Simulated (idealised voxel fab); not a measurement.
This is a process module. Its name is voxel air gaps.
Shown is cross-section cut, with a width of 300 nm and square cells of size 5 nm.
A cross-section is written here as square cells arranged in a grid, and it is given in bands from the top down, each band taking up one or more rows of cells.
Read a band's entry like this: the first values are the height of its top and the height of its bottom in nm, and what follows is the sequence of materials from left to right, each with its width in nm. Note that "air" is empty space, and that a single material marked "all across" reaches across the band from edge to edge.
Ref level 0: as-received wafer is one material below here. Bottom band extends down with no lower bound ("0 and below").
The expression "30->40" gives the width at the extremes of the band, the first number at its top row of cells and the second at its bottom row, with the width changing by equal amounts from each row to the next in between.
"stayed the same", as given for a step, is the statement that not any cell of the cross-section underwent a change during that step.
"Sealed void inventory" means: voids of 8 cells or more that are shut off from the top with no open way through. Written width x height at distance, distance from the left edge, in nm.
Heads up: the bit after the settings on a step's line is the simulator's remark on that step.
"overlay nm" answers the question of how far to the right of plan the mask lay on a step that has a mask, and when it is negative the answer is to the left.

LISTED BELOW ARE THE PROCESS STEPS AS PLANNED
1,RECEIVE | material Si
2,CONFORMAL_DEP | material SiO2 | thk nm 10
3,CONFORMAL_DEP | material SiN | thk nm 5
4,DIRECTIONAL_DEP | material lowk | thk nm 40
5,MASKED_ETCH | tone open | mask id LINES | width nm 15 | pitch nm 45 | etch materials lowk | depth nm 40 | overlay nm 0
6,CONFORMAL_DEP | material TiN | thk nm 5
7,FILL_DEP | material Ru | thk nm 10
8,CMP | height nm 55
9,EPI | material Ru | thk nm 10
10,SELECTIVE_ETCH | etch materials lowk | depth nm 50
11,CONFORMAL_DEP | material SiN | thk nm 5

THE CROSS-SECTION HERE SHOWS THE WAFER AS RECEIVED, I.E. IN ITS STATE AFTER STEP 1
- 0 and below = Si all across
- Sealed void inventory: none

WAFER CROSS-SECTION AT END OF MODULE: START AND PLAN AS SHOWN ABOVE, ONE EXECUTION ERROR
- 70 down to 65 = air 75 nm  SiN 135 nm  air 90 nm
- 65 down to 55 = air 75 nm  SiN 5 nm  Ru 35 nm  SiN 10 nm  Ru 35 nm  SiN 10 nm  Ru 35 nm  SiN 5 nm  air 90 nm
- 55 down to 50 = air 75 nm  SiN 15 nm  TiN 5 nm  Ru 5 nm  TiN 5 nm  SiN 30 nm  TiN 5 nm  Ru 5 nm  TiN 5 nm  SiN 30 nm  TiN 5 nm  Ru 5 nm  TiN 5 nm  SiN 15 nm  air 90 nm
- 50 down to 20 = air 85 nm  SiN 5 nm  TiN 5 nm  Ru 5 nm  TiN 5 nm  SiN 5 nm  air 20 nm  SiN 5 nm  TiN 5 nm  Ru 5 nm  TiN 5 nm  SiN 5 nm  air 20 nm  SiN 5 nm  TiN 5 nm  Ru 5 nm  TiN 5 nm  SiN 5 nm  air 100 nm
- 20 down to 15 = SiN 90 nm  TiN 15 nm  SiN 30 nm  TiN 15 nm  SiN 30 nm  TiN 15 nm  SiN 105 nm
- 15 down to 10 = SiN all across
- 10 down to 0 = SiO2 all across
- 0 and below = Si all across
- Sealed void inventory: 20 x 30 at 110; 20 x 30 at 155
Error vs. plan: step 5 ran differently from the plan; actual operation with settings: MASKED_ETCH | tone open | mask id LINES | width nm 15 | pitch nm 45 | etch materials lowk | depth nm 40 | overlay nm -5
